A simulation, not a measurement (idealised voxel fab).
Proc. module: voxel double patterning
FYI the section here is cut, 210 nm wide, cells are 5 nm squares.
When this document writes out a cross-section, it uses a grid of square cells and lists it as bands, beginning at the top and moving down, with a band standing for one or more rows of cells. Read a band's entry like this: the first values are the height of its top and the height of its bottom in nm, and what follows is the sequence of materials from left to right, each with its width in nm. Note that "empty" is empty space, and that a single material marked "all across" reaches across the band from edge to edge. Heights from 0 (as-received wafer is one material below). Bottom band endless downward, as "0..down". The width entry "30..40" should be interpreted row by row: the top row of cells in the band takes the first number, the bottom row takes the second number, and the change between adjacent rows is uniform throughout. You'll sometimes find "no change occurred" written for a step, and that's the way of saying that nowhere in the cross-section did a cell change during that step. Each empty space that has no open way to the top and spans at least 8 cells appears under "Enclosed void list" as width x height at distance, the distance counted from the left edge, all in nm. It should be noted that, on the line of a given step, the content following the step's settings is a remark produced by the simulator itself with respect to that step. overlay nm: mask offset rightward from planned place, masked step; negative means leftward offset.
Listed below are the process steps as planned:
- 1: RECEIVE,material Si
- 2: CONFORMAL_DEP,material SiO2,thk nm 10
- 3: DIRECTIONAL_DEP,material polySi,thk nm 10
- 4: DIRECTIONAL_DEP,material SiN,thk nm 5
- 5: PATTERN,tone open,mask id FIRST,material resist,width nm 15,pitch nm 50,thk nm 15,overlay nm 0
- 6: DIRECTIONAL_ETCH,etch materials SiN,depth nm 5
- 7: STRIP,etch materials resist
- 8: DIRECTIONAL_DEP,material aC,thk nm 10
- 9: PATTERN,tone open,mask id SECOND,material resist,width nm 15,pitch nm 50,thk nm 25,overlay nm 0
- 10: DIRECTIONAL_ETCH,etch materials aC,depth nm 10
- 11: STRIP,etch materials resist
- 12: DIRECTIONAL_ETCH,etch materials SiN,depth nm 5
- 13: STRIP,etch materials aC
- 14: DIRECTIONAL_ETCH,etch materials polySi,depth nm 10
- 15: STRIP,etch materials SiN
Wafer cross-section on receipt, i.e. after step 1:
* 0..down: Si all across
* Enclosed void list: none
Cross-section, first of two wafers, end of module, run as planned:
* 20..10: 45 of polySi, then 15 of empty, then 10 of polySi, then 15 of empty, then 10 of polySi, then 15 of empty, then 10 of polySi, then 15 of empty, then 10 of polySi, then 15 of empty, then 50 of polySi
* 10..0: SiO2 all across
* 0..down: Si all across
* Enclosed void list: none
Module end: cross-section of wafer two of two. Same start and process plan as the first wafer. One mistake during execution:
* 20..10: 70 of empty, then 15 of polySi, then 35 of empty, then 15 of polySi, then 75 of empty
* 10..0: SiO2 all across
* 0..down: Si all across
* Enclosed void list: none
Short version of what went wrong: step 9 was processed under conditions differing from the plan, specifically as PATTERN,tone cover,mask id SECOND,material resist,width nm 15,pitch nm 50,thk nm 25,overlay nm 0
End of process, cell counts, second wafer against first, materials with more or fewer: -42 polySi
